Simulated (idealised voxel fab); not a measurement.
Process module heading - voxel wiring stack
cross-section cut | 250 nm wide | cells 5 nm
Heads up, the way a cross-section reads in here is a grid of square cells, handed over as bands from the top down, with every band being one or more rows of cells.
The band entry comprises the height of the band's top followed by the height of its bottom, expressed in nm, and subsequently the band's materials from left to right, each stated together with its width in nm. Where a single material is marked with the word "all across", that material fills the band from edge to edge. The word "blank" represents empty space.
Ref level 0: as-received wafer is one material below here. Bottom band extends down with no lower bound ("z 0 and below").
The notation "30..40" denotes a width that varies across the rows of cells in the band, beginning at the first number in the top row, finishing at the second number in the bottom row, and changing by an identical amount from each row to the next.
"left unchanged" (step): cross-section cells unchanged, all of them.
In the "Unvented internal voids" entry, you get each enclosed empty space of 8 cells or more, one with no open way to the top, written width x height at distance, distance from the left edge, in nm.
Formally, on a step line, whatever follows the settings is a remark that the simulator itself makes on the step.
overlay nm: mask offset rightward from planned place, masked step; negative means leftward offset.
List of planned process steps:
1: RECEIVE, material Si
2: CONFORMAL_DEP, material SiO2, thk nm 10
3: CONFORMAL_DEP, material SiN, thk nm 5
4: DIRECTIONAL_DEP, material SiO2, thk nm 15
5: MASKED_ETCH, tone open, mask id METAL_1, width nm 25, pitch nm 50, etch materials SiO2, depth nm 15, overlay nm 0
6: MASKED_ETCH, tone open, mask id METAL_1, width nm 25, pitch nm 50, etch materials SiN, depth nm 5, overlay nm 0
7: CONFORMAL_DEP, material TiN, thk nm 5
8: FILL_DEP, material Cu, thk nm 10
9: CMP, height nm 30
10: EPI, material Ru, thk nm 5
11: FILL_DEP, material SiCN, thk nm 5
12: DIRECTIONAL_DEP, material lowk, thk nm 15
13: MASKED_ETCH, tone open, mask id PLUG_1, width nm 15, pitch nm 50, etch materials lowk, depth nm 15, overlay nm 0
14: MASKED_ETCH, tone open, mask id PLUG_1, width nm 15, pitch nm 50, etch materials SiCN, depth nm 5, overlay nm 0
15: EPI, material Ru, thk nm 10
16: EPI, material Ru, thk nm 10
17: CONFORMAL_DEP, material SiN, thk nm 5
18: DIRECTIONAL_DEP, material SiO2, thk nm 25
19: PATTERN, tone open, mask id METAL_2, material resist, width nm 25, pitch nm 50, thk nm 20, overlay nm 0
20: DIRECTIONAL_ETCH, etch materials SiO2, depth nm 25
21: DIRECTIONAL_ETCH, etch materials SiN, depth nm 5
22: STRIP, etch materials resist
23: CONFORMAL_DEP, material TiN, thk nm 5
24: FILL_DEP, material Cu, thk nm 5
25: CMP, height nm 85
26: CONFORMAL_DEP, material SiN, thk nm 5
What sets these wafers apart? The thk nm at step 23. They all start alike, and the plan carries the first wafer's value.
Received condition of the first of several wafers, sectioned: post-step 1:
    z 0 and below | Si all across
    Unvented internal voids: none
The rows of the table below are wafers. Looking at the end of the module, a row counts, for every material, the cells the wafer has gained, shown as (+), or lost, shown as (-), since it was received; its closed voids come next:
thk nm 5; +48 Cu; +38 Ru; +80 SiCN; +130 SiN; +420 SiO2; +52 TiN; +132 lowk; Unvented internal voids: none
thk nm 10; +26 Cu; +38 Ru; +80 SiCN; +130 SiN; +420 SiO2; +74 TiN; +132 lowk; Unvented internal voids: none
thk nm 15; +18 Cu; +38 Ru; +80 SiCN; +130 SiN; +420 SiO2; +82 TiN; +132 lowk; Unvented internal voids: none
thk nm 20; +18 Cu; +38 Ru; +80 SiCN; +130 SiN; +420 SiO2; +82 TiN; +132 lowk; Unvented internal voids: none
